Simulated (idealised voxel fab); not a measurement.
The following process module bears the name voxel self aligned vias.
The figure presents cross-section cut, which has a width of 285 nm and is divided into square cells with an edge length of 5 nm.
Notation: cross-section as square-cell grid; stated in bands, top first, going down; one or more cell rows per band. Band: top height; bottom height; in nm. Then, left to right: material with width in nm, for each material. "throughout": a single material spanning edge to edge. "air": empty space. Heights are reckoned from 0. Under this level, the received wafer is all of one material. The bottommost band is open-ended downward, for example "from 0 down". A width such as "30 to 40" changes by the same amount from each row of cells to the next, from the band's top row to its bottom row. A step reported as "all unchanged" is a step in which no cell of the cross-section changed. The list in "Enclosed void list" covers empty spaces of 8 cells or more that cannot reach the top through any open way, and it gives each as width x height at distance; the distance is from the left edge, and width, height and distance are in nm. Past the settings on a step's line: simulator remark, on that step. overlay nm: mask right of planned place by this much (step with mask). Neg. = left.

So here's the lineup of process steps we planned:
- 1: op RECEIVE | material Si
- 2: op CONFORMAL_DEP | material SiO2 | thk nm 10
- 3: op CONFORMAL_DEP | material SiCN | thk nm 5
- 4: op DIRECTIONAL_DEP | material lowk | thk nm 30
- 5: op MASKED_ETCH | tone open | mask id LINES | width nm 30 | pitch nm 75 | etch materials lowk | depth nm 30 | overlay nm 0
- 6: op CONFORMAL_DEP | material TiN | thk nm 5
- 7: op FILL_DEP | material Ru | thk nm 5
- 8: op CMP | height nm 45
- 9: op SELECTIVE_ETCH | etch materials W Ru TiN | depth nm 5
- 10: op FILL_DEP | material SiN | thk nm 5
- 11: op CMP | height nm 45
- 12: op DIRECTIONAL_DEP | material lowk | thk nm 20
- 13: op MASKED_ETCH | tone open | mask id VIAS | width nm 50 | pitch nm 75 | etch materials lowk | depth nm 20 | overlay nm 0
- 14: op MASKED_ETCH | tone open | mask id VIAS | width nm 50 | pitch nm 75 | etch materials SiN | depth nm 5 | overlay nm 0
- 15: op CONFORMAL_DEP | material TiN | thk nm 5
- 16: op FILL_DEP | material Cu | thk nm 5
- 17: op CMP | height nm 65
- 18: op CONFORMAL_DEP | material SiCN | thk nm 5

Cross-section of the incoming wafer, state after step 1:
> from 0 down: Si throughout
> Enclosed void list: none

End-of-module cross-section of the first of two wafers, processed as planned:
> from 70 to 65: SiCN throughout
> from 65 to 50: lowk 80 nm; TiN 5 nm; Cu 40 nm; TiN 5 nm; lowk 25 nm; TiN 5 nm; Cu 40 nm; TiN 5 nm; lowk 80 nm
> from 50 to 45: lowk 80 nm; TiN 15 nm; Cu 20 nm; TiN 15 nm; lowk 25 nm; TiN 15 nm; Cu 20 nm; TiN 15 nm; lowk 80 nm
> from 45 to 40: lowk 90 nm; TiN 30 nm; lowk 45 nm; TiN 30 nm; lowk 90 nm
> from 40 to 20: lowk 90 nm; TiN 5 nm; Ru 20 nm; TiN 5 nm; lowk 45 nm; TiN 5 nm; Ru 20 nm; TiN 5 nm; lowk 90 nm
> from 20 to 15: lowk 90 nm; TiN 30 nm; lowk 45 nm; TiN 30 nm; lowk 90 nm
> from 15 to 10: SiCN throughout
> from 10 to 0: SiO2 throughout
> from 0 down: Si throughout
> Enclosed void list: none

Cross-section, wafer two of two, end of module: same start and plan as wafer one, one error in execution:
> from 70 to 65: SiCN throughout
> from 65 to 50: Cu 75 nm; TiN 5 nm; lowk 50 nm; TiN 5 nm; Cu 15 nm; TiN 5 nm; lowk 50 nm; TiN 5 nm; Cu 75 nm
> from 50 to 45: TiN 80 nm; lowk 50 nm; TiN 25 nm; lowk 50 nm; TiN 80 nm
> from 45 to 40: lowk 90 nm; SiN 30 nm; lowk 45 nm; SiN 30 nm; lowk 90 nm
> from 40 to 20: lowk 90 nm; TiN 5 nm; Ru 20 nm; TiN 5 nm; lowk 45 nm; TiN 5 nm; Ru 20 nm; TiN 5 nm; lowk 90 nm
> from 20 to 15: lowk 90 nm; TiN 30 nm; lowk 45 nm; TiN 30 nm; lowk 90 nm
> from 15 to 10: SiCN throughout
> from 10 to 0: SiO2 throughout
> from 0 down: Si throughout
> Enclosed void list: none
What went wrong in running the wafer? step 13 ran as: op MASKED_ETCH | tone cover | mask id VIAS | width nm 50 | pitch nm 75 | etch materials lowk | depth nm 20 | overlay nm 0
The closing comparison, in cells, has the second wafer with more or fewer of some materials than the first: Cu +43 | SiN +12 | TiN +13 | lowk -68
